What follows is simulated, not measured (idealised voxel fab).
Process module heading - voxel air gaps
Square cell edge 5 nm, section width 215 nm, ID cut.
Cross-sections here: square-cell grids, written as top-down lists of bands, a band being one or more rows of cells. Top, bottom (nm), then materials left to right with widths (nm); lone material tagged "edge to edge" fills the whole band edge to edge; "blank" = empty space. Heights are measured from 0, the level below which the as-received wafer is all one material; the lowest band has no bottom and continues downward, written as in "0..down". Quick explanation for "30 to 40": the width changes in equal steps down the rows of cells, from the first number in the band's top row to the second number in its bottom row. Given "nothing was modified" for a step, no cell of the cross-section differs between before and after that step. What "Closed void entries" gives you is every empty space of 8 cells or more that is cut off from the top. Each appears as width x height at distance, with the distance taken from the left edge and width, height and distance all in nm. Post-settings text on a step line: simulator's own remark regarding the step. Among the settings permitted on a step's line is "overlay nm"; applied to a step with a mask, it specifies the extent to which the mask lay to the right of its planned position, whereas a negative figure signifies a position to the left.
Process steps (planned):
1. RECEIVE (material Si)
2. CONFORMAL_DEP (material SiO2; thk nm 10)
3. CONFORMAL_DEP (material SiN; thk nm 5)
4. DIRECTIONAL_DEP (material lowk; thk nm 35)
5. DIRECTIONAL_DEP (material aC; thk nm 15)
6. PATTERN (tone open; mask id LINES; material resist; width nm 15; pitch nm 45; thk nm 35; overlay nm 0)
7. DIRECTIONAL_ETCH (etch materials aC; depth nm 15)
8. STRIP (etch materials resist)
9. DIRECTIONAL_ETCH (etch materials lowk; depth nm 35)
10. STRIP (etch materials aC)
11. CONFORMAL_DEP (material TiN; thk nm 5)
12. FILL_DEP (material Ru; thk nm 10)
13. CMP (height nm 50)
14. EPI (material Ru; thk nm 10)
15. SELECTIVE_ETCH (etch materials lowk; depth nm 45)
16. CONFORMAL_DEP (material SiN; thk nm 5)
Wafer, first of two, run as planned:
Cross-section, incoming material, after step 1:
- 0..down | Si edge to edge
- Closed void entries: none
Wafer xsec, post step 2:
- 10..0 | SiO2 edge to edge
- Everything under 0 stays put, no change at all.
Wafer xsec, post step 3:
- 15..10 | SiN edge to edge
- Everything under 10 stays put, no change at all.
Wafer xsec, post step 4:
- 50..15 | lowk edge to edge
- Everything under 15 stays put, no change at all.
Wafer xsec, post step 5:
- 65..50 | aC edge to edge
- Everything under 50 stays put, no change at all.
Wafer xsec, post step 6:
- 100..65 | resist (55), blank (15), resist (30), blank (15), resist (30), blank (15), resist (55)
- Everything under 65 stays put, no change at all.
Wafer xsec, post step 7:
- 85..65 | resist (55), blank (15), resist (30), blank (15), resist (30), blank (15), resist (55)
- 65..50 | aC (55), blank (15), aC (30), blank (15), aC (30), blank (15), aC (55)
- Everything under 50 stays put, no change at all.
Wafer xsec, post step 8:
- 65..50 | aC (55), blank (15), aC (30), blank (15), aC (30), blank (15), aC (55)
- Everything under 50 stays put, no change at all.
Wafer xsec, post step 9:
- 65..50 | aC (55), blank (15), aC (30), blank (15), aC (30), blank (15), aC (55)
- 50..15 | lowk (55), blank (15), lowk (30), blank (15), lowk (30), blank (15), lowk (55)
- Everything under 15 stays put, no change at all.
Wafer xsec, post step 10:
- 50..15 | lowk (55), blank (15), lowk (30), blank (15), lowk (30), blank (15), lowk (55)
- Everything under 15 stays put, no change at all.
Wafer xsec, post step 11:
- 55..50 | TiN (60), blank (5), TiN (40), blank (5), TiN (40), blank (5), TiN (60)
- 50..20 | lowk (55), TiN (5), blank (5), TiN (5), lowk (30), TiN (5), blank (5), TiN (5), lowk (30), TiN (5), blank (5), TiN (5), lowk (55)
- 20..15 | lowk (55), TiN (15), lowk (30), TiN (15), lowk (30), TiN (15), lowk (55)
- Everything under 15 stays put, no change at all.
Wafer xsec, post step 12:
- 65..55 | Ru edge to edge
- 55..50 | TiN (60), Ru (5), TiN (40), Ru (5), TiN (40), Ru (5), TiN (60)
- 50..20 | lowk (55), TiN (5), Ru (5), TiN (5), lowk (30), TiN (5), Ru (5), TiN (5), lowk (30), TiN (5), Ru (5), TiN (5), lowk (55)
- Everything under 20 stays put, no change at all.
Wafer xsec, post step 13:
- 50..20 | lowk (55), TiN (5), Ru (5), TiN (5), lowk (30), TiN (5), Ru (5), TiN (5), lowk (30), TiN (5), Ru (5), TiN (5), lowk (55)
- Everything under 20 stays put, no change at all.
Wafer xsec, post step 14:
- 60..50 | blank (45), Ru (35), blank (10), Ru (35), blank (10), Ru (35), blank (45)
- Everything under 50 stays put, no change at all.
Wafer xsec, post step 15:
- 60..50 | blank (45), Ru (35), blank (10), Ru (35), blank (10), Ru (35), blank (45)
- 50..20 | blank (55), TiN (5), Ru (5), TiN (5), blank (30), TiN (5), Ru (5), TiN (5), blank (30), TiN (5), Ru (5), TiN (5), blank (55)
- 20..15 | blank (55), TiN (15), blank (30), TiN (15), blank (30), TiN (15), blank (55)
- Everything under 15 stays put, no change at all.
Wafer xsec, post step 16:
- 65..60 | blank (40), SiN (135), blank (40)
- 60..50 | blank (40), SiN (5), Ru (35), SiN (10), Ru (35), SiN (10), Ru (35), SiN (5), blank (40)
- 50..45 | blank (40), SiN (15), TiN (5), Ru (5), TiN (5), SiN (30), TiN (5), Ru (5), TiN (5), SiN (30), TiN (5), Ru (5), TiN (5), SiN (15), blank (40)
- 45..20 | blank (50), SiN (5), TiN (5), Ru (5), TiN (5), SiN (5), blank (20), SiN (5), TiN (5), Ru (5), TiN (5), SiN (5), blank (20), SiN (5), TiN (5), Ru (5), TiN (5), SiN (5), blank (50)
- 20..15 | SiN (55), TiN (15), SiN (30), TiN (15), SiN (30), TiN (15), SiN (55)
- Everything under 15 stays put, no change at all.
- Closed void entries: 20 x 25 at 75; 20 x 25 at 120
The second wafer began exactly as the first did and followed the same plan, but one mistake was made while running it; through step 5 inclusive, the two wafers are identical:
Second wafer, cross-section, planned end of step 6:
- 100..65 | resist (50), blank (25), resist (20), blank (25), resist (20), blank (25), resist (50)
- Everything under 65 stays put, no change at all.
Second wafer, cross-section, planned end of step 7:
- 85..65 | resist (50), blank (25), resist (20), blank (25), resist (20), blank (25), resist (50)
- 65..50 | aC (50), blank (25), aC (20), blank (25), aC (20), blank (25), aC (50)
- Everything under 50 stays put, no change at all.
Second wafer, cross-section, planned end of step 8:
- 65..50 | aC (50), blank (25), aC (20), blank (25), aC (20), blank (25), aC (50)
- Everything under 50 stays put, no change at all.
Second wafer, cross-section, planned end of step 9:
- 65..50 | aC (50), blank (25), aC (20), blank (25), aC (20), blank (25), aC (50)
- 50..15 | lowk (50), blank (25), lowk (20), blank (25), lowk (20), blank (25), lowk (50)
- Everything under 15 stays put, no change at all.
Second wafer, cross-section, planned end of step 10:
- 50..15 | lowk (50), blank (25), lowk (20), blank (25), lowk (20), blank (25), lowk (50)
- Everything under 15 stays put, no change at all.
Second wafer, cross-section, planned end of step 11:
- 55..50 | TiN (55), blank (15), TiN (30), blank (15), TiN (30), blank (15), TiN (55)
- 50..20 | lowk (50), TiN (5), blank (15), TiN (5), lowk (20), TiN (5), blank (15), TiN (5), lowk (20), TiN (5), blank (15), TiN (5), lowk (50)
- 20..15 | lowk (50), TiN (25), lowk (20), TiN (25), lowk (20), TiN (25), lowk (50)
- Everything under 15 stays put, no change at all.
Second wafer, cross-section, planned end of step 12:
- 65..55 | Ru edge to edge
- 55..50 | TiN (55), Ru (15), TiN (30), Ru (15), TiN (30), Ru (15), TiN (55)
- 50..20 | lowk (50), TiN (5), Ru (15), TiN (5), lowk (20), TiN (5), Ru (15), TiN (5), lowk (20), TiN (5), Ru (15), TiN (5), lowk (50)
- Everything under 20 stays put, no change at all.
Second wafer, cross-section, planned end of step 13:
- 50..20 | lowk (50), TiN (5), Ru (15), TiN (5), lowk (20), TiN (5), Ru (15), TiN (5), lowk (20), TiN (5), Ru (15), TiN (5), lowk (50)
- Everything under 20 stays put, no change at all.
Second wafer, cross-section, planned end of step 14:
- 60..50 | blank (40), Ru (135), blank (40)
- Everything under 50 stays put, no change at all.
Second wafer, cross-section, planned end of step 15:
- 60..50 | blank (40), Ru (135), blank (40)
- 50..20 | blank (50), TiN (5), Ru (15), TiN (5), lowk (20), TiN (5), Ru (15), TiN (5), lowk (20), TiN (5), Ru (15), TiN (5), blank (50)
- 20..15 | blank (50), TiN (25), lowk (20), TiN (25), lowk (20), TiN (25), blank (50)
- Everything under 15 stays put, no change at all.
Second wafer, cross-section, planned end of step 16:
- 65..60 | blank (35), SiN (145), blank (35)
- 60..50 | blank (35), SiN (5), Ru (135), SiN (5), blank (35)
- 50..45 | blank (35), SiN (15), TiN (5), Ru (15), TiN (5), lowk (20), TiN (5), Ru (15), TiN (5), lowk (20), TiN (5), Ru (15), TiN (5), SiN (15), blank (35)
- 45..20 | blank (45), SiN (5), TiN (5), Ru (15), TiN (5), lowk (20), TiN (5), Ru (15), TiN (5), lowk (20), TiN (5), Ru (15), TiN (5), SiN (5), blank (45)
- 20..15 | SiN (50), TiN (25), lowk (20), TiN (25), lowk (20), TiN (25), SiN (50)
- Everything under 15 stays put, no change at all.
Diagnosis: for step 6, the planned setting was not used; the step was instead run as PATTERN (tone open; mask id LINES; material resist; width nm 25; pitch nm 45; thk nm 35; overlay nm 0)
Per the end-of-run cell counts, the second wafer holds more or fewer of some materials than the first: 48 more of Ru, 52 fewer of SiN, 6 more of TiN, 56 more of lowk
Quick summary for you: first wafer finishes at 2 closed voids, second at 0.
